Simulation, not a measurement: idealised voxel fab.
process module | voxel self aligned contacts
cross-section cut | 225 nm wide | cells 5 nm
A cross-section is a grid of square cells, given in bands from the top down. A band is one or more rows of cells.
Each band's line starts with the height of the band's top and of its bottom, in nm. Then come its materials from left to right, each with its width in nm. One material with "throughout" fills the band from edge to edge. "air" is empty space.
Height 0 is the level under which the wafer as received is all one material. The lowest band goes on downwards, as in "0 down".
A width such as "30 to 40" changes by the same amount from each row of cells to the next, from the band's top row to its bottom row.
"no change" after a step means that no cell of the cross-section changed.
closed voids: empty space of 8 cells or more with no open way to the top, each as width x height at its distance from the left edge, in nm
after a step's settings: what the simulator itself notes on the step
overlay nm, on a step with a mask: how far to the right of its planned place the mask lay; to the left if negative
plan
1 op RECEIVE | material Si
2 op CONFORMAL_DEP | material SiO2 | thk nm 5
3 op DIRECTIONAL_DEP | material polySi | thk nm 25
4 op DIRECTIONAL_DEP | material SiN | thk nm 20
5 op MASKED_ETCH | tone cover | mask id GATE | width nm 30 | pitch nm 70 | etch materials SiN | depth nm 20 | overlay nm 0
6 op MASKED_ETCH | tone cover | mask id GATE | width nm 30 | pitch nm 70 | etch materials polySi | depth nm 25 | overlay nm 0
7 op CONFORMAL_DEP | material SiN | thk nm 10
8 op DIRECTIONAL_ETCH | etch materials SiN | depth nm 10
9 op FILL_DEP | material SiO2 | thk nm 10
10 op CMP | height nm 55
11 op PATTERN | tone open | mask id CONTACT | material resist | width nm 50 | thk nm 20 | overlay nm 0
12 op DIRECTIONAL_ETCH | etch materials SiO2 | depth nm 55
13 op STRIP | etch materials resist
14 op CONFORMAL_DEP | material TiN | thk nm 5
15 op FILL_DEP | material Ru | thk nm 10
16 op CMP | height nm 55
17 op CONFORMAL_DEP | material SiCN | thk nm 5
as received, after step 1
  0 down: Si throughout
  closed voids: none
first wafer at the end, as planned
  60 to 55: SiCN throughout
  55 to 50: SiO2 85 | TiN 20 | Ru 10 | TiN 20 | SiO2 90
  50 to 30: SiO2 50 | SiN 50 | TiN 5 | Ru 10 | TiN 5 | SiN 50 | SiO2 55
  30 to 5: SiO2 50 | SiN 10 | polySi 30 | SiN 10 | TiN 5 | Ru 10 | TiN 5 | SiN 10 | polySi 30 | SiN 10 | SiO2 55
  5 to 0: SiO2 100 | TiN 20 | SiO2 105
  0 down: Si throughout
  closed voids: none
second wafer at the end: like start, like plan, one mistake
  60 to 55: SiCN throughout
  55 to 50: SiO2 80 | TiN 25 | Ru 10 | TiN 25 | SiO2 85
  50 to 30: SiO2 50 | SiN 50 | TiN 5 | Ru 10 | TiN 5 | SiN 50 | SiO2 55
  30 to 5: SiO2 50 | SiN 10 | polySi 30 | SiN 10 | TiN 5 | Ru 10 | TiN 5 | SiN 10 | polySi 30 | SiN 10 | SiO2 55
  5 to 0: SiO2 100 | TiN 20 | SiO2 105
  0 down: Si throughout
  closed voids: none
what went wrong: step 11 ran as: op PATTERN | tone open | mask id CONTACT | material resist | width nm 60 | thk nm 20 | overlay nm 0
at the end the second wafer has, in cells: 2 fewer of SiO2 | 2 more of TiN
